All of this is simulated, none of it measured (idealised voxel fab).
This is a process module. Its name is voxel ribs on slabs.
Xsec cut, 200 nm wide, square cell size 5 nm.
A cross-section is a grid of square cells, given in bands from the top down. A band is one or more rows of cells.
This entry defines a band. It first specifies the height of the band's top and the height of its bottom in nm, and then specifies the band's materials from left to right, stating each material with its width in nm. The word "throughout" identifies a single material that fills the band from edge to edge, while the word "blank" identifies empty space.
Zero point of the height axis is 0; under it, received wafer = one material. Lowest band: continues down indefinitely, "0..down".
A width such as "30 to 40" changes by the same amount from each row of cells to the next, from the band's top row to its bottom row.
It should be understood that the words "left unchanged", when stated for a given step, signify that the cross-section underwent no change in any of its cells during that step.
"Closed internal cavities": sealed empty spaces, 8 cells or more, no open way to top, listed width x height at distance, with distance from the left edge and width, height and distance in nm.
after a step's settings: what the simulator itself notes on the step
"overlay nm" on a masked step: distance the mask lay right of its planned place, negative for left.

Listed below are the process steps as planned
| 1 | RECEIVE with material Si |
| 2 | DIRECTIONAL_DEP with material SiO2, thk nm 25 |
| 3 | DIRECTIONAL_DEP with material SiN, thk nm 20 |
| 4 | DIRECTIONAL_DEP with material aC, thk nm 10 |
| 5 | PATTERN with tone cover, mask id RIB, material resist, width nm 20, thk nm 30, overlay nm 0 |
| 6 | DIRECTIONAL_ETCH with etch materials aC, depth nm 10 |
| 7 | STRIP with etch materials resist |
| 8 | DIRECTIONAL_ETCH with etch materials SiN, depth nm 10 |
| 9 | STRIP with etch materials aC |
| 10 | PATTERN with tone cover, mask id SLAB, material resist, width nm 80, thk nm 15, overlay nm 0 |
| 11 | DIRECTIONAL_ETCH with etch materials SiN, depth nm 10 |
| 12 | STRIP with etch materials resist |
| 13 | FILL_DEP with material SiO2, thk nm 25 |
| 14 | CMP with height nm 65 |
| 15 | DIRECTIONAL_DEP with material W, thk nm 10 |
| 16 | PATTERN with tone cover, mask id HEATER, material resist, width nm 30, thk nm 20, overlay nm 0 |
| 17 | DIRECTIONAL_ETCH with etch materials W, depth nm 10 |
| 18 | STRIP with etch materials resist |
| 19 | CONFORMAL_DEP with material SiN, thk nm 5 |

Cross-section of the incoming wafer, state after step 1
	0..down = Si throughout
	Closed internal cavities: none

The following cross-section depicts the wafer upon conclusion of the module. Processing commenced from the starting condition illustrated above and adhered to the plan illustrated above, save for one mistake in execution
	80..75 = blank 80 nm, then SiN 40 nm, then blank 80 nm
	75..70 = blank 80 nm, then SiN 5 nm, then W 30 nm, then SiN 5 nm, then blank 80 nm
	70..65 = SiN 85 nm, then W 30 nm, then SiN 85 nm
	65..45 = SiO2 throughout
	45..35 = SiO2 60 nm, then SiN 80 nm, then SiO2 60 nm
	35..25 = aC throughout
	25..0 = SiO2 throughout
	0..down = Si throughout
	Closed internal cavities: none
Which mistake was made when the wafer was run? swap of plan steps 3 and 4 during execution
